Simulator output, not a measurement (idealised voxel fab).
Process module, titled voxel tone inversion
Cross-sectional view cut (width: 295 nm; square cell size: 5 nm).
When this document writes out a cross-section, it uses a grid of square cells and lists it as bands, beginning at the top and moving down, with a band standing for one or more rows of cells. Band entry format. Leading values: height of top, height of bottom, nm. Remainder: materials in left-to-right order, each with its width in nm. Special words: "all across" on a single material, which then fills the band edge to edge; "air", empty space. Note: height 0 marks the level under which the wafer is uniformly one material as received. Lowest band unbounded below, written "z 0 and below". The width entry "30->40" should be interpreted row by row: the top row of cells in the band takes the first number, the bottom row takes the second number, and the change between adjacent rows is uniform throughout. Step note "left unchanged" = no cross-section cell changed. Entry "Closed void inventory". Content: empty spaces with no open connection to the top, size 8 cells or greater. Each: width x height at distance. Distance: from left edge. Unit: nm. Where a step's line continues beyond its settings, the continuation is a remark by the simulator itself on that step. overlay nm: how far to the right of its planned place the mask lay on this masked step (negative: to the left).

Process steps - plan
| 1 | RECEIVE | material Si |
| 2 | CONFORMAL_DEP | material SiN | thk nm 5 |
| 3 | DIRECTIONAL_DEP | material polySi | thk nm 20 |
| 4 | PATTERN | tone cover | mask id POSTS | material resist | width nm 25 | pitch nm 55 | thk nm 25 | overlay nm 0 |
| 5 | DIRECTIONAL_ETCH | etch materials polySi | depth nm 20 |
| 6 | STRIP | etch materials resist |
| 7 | FILL_DEP | material lowk | thk nm 5 |
| 8 | CMP | height nm 25 |
| 9 | STRIP | etch materials polySi |
| 10 | CONFORMAL_DEP | material TiN | thk nm 5 |
| 11 | FILL_DEP | material Cu | thk nm 10 |
| 12 | CMP | height nm 25 |
| 13 | CONFORMAL_DEP | material SiCN | thk nm 5 |

So this is the incoming wafer in cross-section - it's already been through step 1
- z 0 and below  Si all across
- Closed void inventory: none

Cross-section: first of two wafers, module finished, run according to plan
- z 30 to 25  SiCN all across
- z 25 to 10  lowk 80  TiN 5  Cu 15  TiN 5  lowk 30  TiN 5  Cu 15  TiN 5  lowk 30  TiN 5  Cu 15  TiN 5  lowk 80
- z 10 to 5  lowk 80  TiN 25  lowk 30  TiN 25  lowk 30  TiN 25  lowk 80
- z 5 to 0  SiN all across
- z 0 and below  Si all across
- Closed void inventory: none

Second wafer of the two, sectioned at the end of the module. It began like the first and followed the same plan, but one mistake was made while running it
- z 30 to 25  SiCN all across
- z 25 to 20  SiN all across
- z 20 to 0  polySi all across
- z 0 and below  Si all across
- Closed void inventory: none
Here's what went sideways: steps 2 and 3 were swapped
Final difference in cells, second wafer against first, listed per material as more or fewer: 27 fewer of Cu, 33 fewer of TiN, 176 fewer of lowk, 236 more of polySi
